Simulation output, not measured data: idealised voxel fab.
The name of this process module is voxel spacer lines.
The cross-section on display is named cut; it measures 265 nm wide, and its cells are 5 nm squares.
For the purposes of this document, a cross-section shall be understood as a grid of square cells, specified as bands listed in top-to-bottom order, each band consisting of one or more rows of cells. Top height, bottom height, nm. Materials left to right, width each, nm. Single material + "throughout" = fills band edge to edge. "air" = empty. Below 0: as-received wafer, all one material; heights counted from there. Lowest band: no bottom, goes on down, written "from 0 down". Width spec "30->40" -> top row of cells at first value, bottom row at second value, equal per-row change in between. "nothing changed", as given for a step, is the statement that not any cell of the cross-section underwent a change during that step. The list in "Unvented voids" covers empty spaces of 8 cells or more that cannot reach the top through any open way, and it gives each as width x height at distance; the distance is from the left edge, and width, height and distance are in nm. What comes after the settings on a step's line is commentary from the simulator itself on that step. A step's line can hold "overlay nm"; with a mask on that step, the setting says how far right of the planned place the mask lay, while a negative setting says it lay to the left.
The process steps that were planned are listed below:
1 RECEIVE with material Si
2 CONFORMAL_DEP with material Al2O3, thk nm 10
3 DIRECTIONAL_DEP with material TiN, thk nm 10
4 DIRECTIONAL_DEP with material aC, thk nm 25
5 PATTERN with tone cover, mask id MANDREL, material resist, width nm 20, pitch nm 70, thk nm 35, overlay nm 0
6 DIRECTIONAL_ETCH with etch materials aC, depth nm 25
7 STRIP with etch materials resist
8 CONFORMAL_DEP with material SiO2, thk nm 15
9 DIRECTIONAL_ETCH with etch materials SiO2, depth nm 15
10 STRIP with etch materials aC
11 DIRECTIONAL_ETCH with etch materials TiN, depth nm 10
12 STRIP with etch materials SiO2
Here's what the wafer looked like in cross-section when it arrived - that's after step 1:
  from 0 down: Si throughout
  Unvented voids: none
The module was run from the start shown above using the plan shown above, but one mistake was made doing it; the resulting wafer cross-section is below:
  from 35 to 10: TiN throughout
  from 10 to 0: Al2O3 throughout
  from 0 down: Si throughout
  Unvented voids: none
In executing the process, a mistake was made relative to the plan: step 4 did not use the planned setting and instead ran as DIRECTIONAL_DEP with material TiN, thk nm 25
